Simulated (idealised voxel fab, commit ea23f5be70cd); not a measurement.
This is a process module. Its name is voxel capacitor over wiring.
Xsec cut, 245 nm wide, square cell size 5 nm.
If you're reading a cross-section in this doc, picture square cells in a grid; it comes to you as bands, top ones listed first down to the bottom, and a band can be one or more rows of cells. Each band's line starts with the height of the band's top and of its bottom, in nm. Then come its materials from left to right, each with its width in nm. One material with "full width" fills the band from edge to edge. "blank" is empty space. Heights are reckoned from 0. Under this level, the received wafer is all of one material. The bottommost band is open-ended downward, for example "top 0, no bottom". So if you see something like "30..40" for the width, read it as the top row of the band sitting at the first number and the bottom row at the second, with every row in between moving by the same amount as the last. Any step labelled "changes: none" changed none of the cells in the cross-section. "Closed void roster" lists enclosed empty spaces (at least 8 cells, no open path upward to the top), each as width x height at distance from the left edge, in nm. It should be noted that, on the line of a given step, the content following the step's settings is a remark produced by the simulator itself with respect to that step. You can add "overlay nm" to a step's line. For a step with a mask, it describes how far the mask lay to the right of its planned position, and a negative number describes a lay to the left.

### Intended process steps
step 1: RECEIVE with material Si
step 2: CONFORMAL_DEP with material SiO2, thk nm 15
step 3: CONFORMAL_DEP with material SiN, thk nm 5
step 4: DIRECTIONAL_DEP with material SiO2, thk nm 15
step 5: MASKED_ETCH with tone open, mask id METAL_1, width nm 30, pitch nm 100, etch materials SiO2, depth nm 15, overlay nm 0
step 6: MASKED_ETCH with tone open, mask id METAL_1, width nm 30, pitch nm 100, etch materials SiN, depth nm 5, overlay nm 0
step 7: CONFORMAL_DEP with material TiN, thk nm 5
step 8: FILL_DEP with material W, thk nm 10
step 9: CMP with height nm 35
step 10: EPI with material Ru, thk nm 5
step 11: FILL_DEP with material SiCN, thk nm 5
step 12: DIRECTIONAL_DEP with material SiO2, thk nm 20
step 13: DIRECTIONAL_DEP with material aC, thk nm 15
step 14: PATTERN with tone open, mask id PLUG_1, material resist, width nm 15, thk nm 35, overlay nm 0
step 15: DIRECTIONAL_ETCH with etch materials aC, depth nm 15
step 16: STRIP with etch materials resist
step 17: DIRECTIONAL_ETCH with etch materials SiO2, depth nm 20
step 18: DIRECTIONAL_ETCH with etch materials SiCN, depth nm 5
step 19: STRIP with etch materials aC
step 20: CONFORMAL_DEP with material TiN, thk nm 5
step 21: FILL_DEP with material Ru, thk nm 5
step 22: CMP with height nm 65
step 23: DIRECTIONAL_DEP with material TiN, thk nm 5
step 24: DIRECTIONAL_DEP with material SiN, thk nm 5
step 25: DIRECTIONAL_DEP with material TiN, thk nm 5
step 26: DIRECTIONAL_DEP with material aC, thk nm 15
step 27: PATTERN with tone cover, mask id UPPER_PLATE, material resist, width nm 75, thk nm 30, overlay nm 0
step 28: DIRECTIONAL_ETCH with etch materials aC, depth nm 15
step 29: STRIP with etch materials resist
step 30: DIRECTIONAL_ETCH with etch materials TiN, depth nm 5
step 31: DIRECTIONAL_ETCH with etch materials SiN, depth nm 5
step 32: STRIP with etch materials aC
step 33: DIRECTIONAL_DEP with material aC, thk nm 15
step 34: PATTERN with tone cover, mask id LOWER_PLATE, material resist, width nm 85, thk nm 30, overlay nm 0
step 35: DIRECTIONAL_ETCH with etch materials aC, depth nm 15
step 36: STRIP with etch materials resist
step 37: DIRECTIONAL_ETCH with etch materials TiN, depth nm 5
step 38: STRIP with etch materials aC
step 39: FILL_DEP with material SiO2, thk nm 20
step 40: CMP with height nm 95
step 41: PATTERN with tone open, mask id PLUG_2, material resist, width nm 15, thk nm 20, overlay nm 0
step 42: DIRECTIONAL_ETCH with etch materials SiO2, depth nm 15
step 43: STRIP with etch materials resist
step 44: CONFORMAL_DEP with material TiN, thk nm 5
step 45: FILL_DEP with material Ru, thk nm 10
step 46: CMP with height nm 95
step 47: CONFORMAL_DEP with material SiN, thk nm 5

### As-received state of the wafer in cross-section, equivalent to post-step 1
	top 0, no bottom | Si full width
	Closed void roster: none

### The following cross-section depicts the wafer upon conclusion of the module. Processing commenced from the starting condition illustrated above and adhered to the plan illustrated above, save for one mistake in execution
	top 100, bottom 95 | SiN full width
	top 95, bottom 85 | SiO2: 80, then TiN: 5, then Ru: 5, then TiN: 5, then SiO2: 150
	top 85, bottom 80 | SiO2: 80, then TiN: 15, then SiO2: 150
	top 80, bottom 75 | SiO2 full width
	top 75, bottom 70 | SiO2: 70, then SiN: 75, then SiO2: 100
	top 70, bottom 65 | SiO2: 65, then TiN: 85, then SiO2: 95
	top 65, bottom 45 | SiO2: 70, then TiN: 5, then Ru: 5, then TiN: 5, then SiO2: 160
	top 45, bottom 40 | SiCN: 70, then TiN: 15, then SiCN: 160
	top 40, bottom 35 | SiCN: 50, then Ru: 40, then SiCN: 60, then Ru: 40, then SiCN: 55
	top 35, bottom 20 | SiO2: 55, then TiN: 5, then W: 20, then TiN: 5, then SiO2: 70, then TiN: 5, then W: 20, then TiN: 5, then SiO2: 60
	top 20, bottom 15 | SiN: 55, then TiN: 30, then SiN: 70, then TiN: 30, then SiN: 60
	top 15, bottom 0 | SiO2 full width
	top 0, no bottom | Si full width
	Closed void roster: none
Short version of what went wrong: step 25 of the plan got skipped, so it never ran
